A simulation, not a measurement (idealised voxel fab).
This section sets out a process module, namely voxel trench capacitor.
Pictured: cross-section cut, 140 nm wide, on a grid of 5 nm square cells.
In what follows, cross-sections appear as grids of square cells, described through bands that run from the top down, where every band is one or more rows of cells. In this notation a band is specified by the heights of its top and bottom, in that order and in nm, after which its materials appear from left to right, each paired with its width in nm. The word "full width" attached to a single material means that material fills the band from edge to edge; the word "blank" stands for empty space. Note: height 0 marks the level under which the wafer is uniformly one material as received. Lowest band unbounded below, written "0..down". Graded width ("30 to 40"): value in top row of band = first number; value in bottom row = second number; row-to-row change constant. Where a step carries "all unchanged", the cross-section came out of it unchanged, cell for cell. Under "Entrapped void list" you'll find the enclosed gaps, the ones with no way out to the top, that are 8 cells or bigger; each reads width x height at distance, with distance counted from the left edge, everything in nm. On each step's line, the part that comes after the settings is the simulator's own comment on the step. overlay nm: right-of-plan distance of the mask on a masked step; negative values mean left-of-plan.

**Listed below are the process steps as planned**
1: op RECEIVE | material Si
2: op CONFORMAL_DEP | material SiN | thk nm 10
3: op PATTERN | tone open | mask id TRENCH | material resist | width nm 20 | pitch nm 40 | thk nm 15 | overlay nm 0
4: op DIRECTIONAL_ETCH | etch materials SiN | depth nm 10
5: op DIRECTIONAL_ETCH | etch materials Si | depth nm 25
6: op STRIP | etch materials resist
7: op CONFORMAL_DEP | material SiO2 | thk nm 5
8: op FILL_DEP | material polySi | thk nm 10
9: op CMP | height nm 10

**Wafer at receipt (post step 1), cross-section**
	0..down  Si full width
	Entrapped void list: none

**The module was run from the start shown above using the plan shown above, but one mistake was made doing it; the resulting wafer cross-section is below**
	10..0  SiN 50 nm | SiO2 5 nm | polySi 10 nm | SiO2 5 nm | SiN 20 nm | SiO2 5 nm | polySi 10 nm | SiO2 5 nm | SiN 30 nm
	0..-20  Si 50 nm | SiO2 5 nm | polySi 10 nm | SiO2 5 nm | Si 20 nm | SiO2 5 nm | polySi 10 nm | SiO2 5 nm | Si 30 nm
	-20..-25  Si 50 nm | SiO2 20 nm | Si 20 nm | SiO2 20 nm | Si 30 nm
	-25..down  Si full width
	Entrapped void list: none
Plan not followed: the process deviated at step 3: the operation and settings actually run there were op PATTERN | tone open | mask id TRENCH | material resist | width nm 20 | pitch nm 40 | thk nm 15 | overlay nm 10
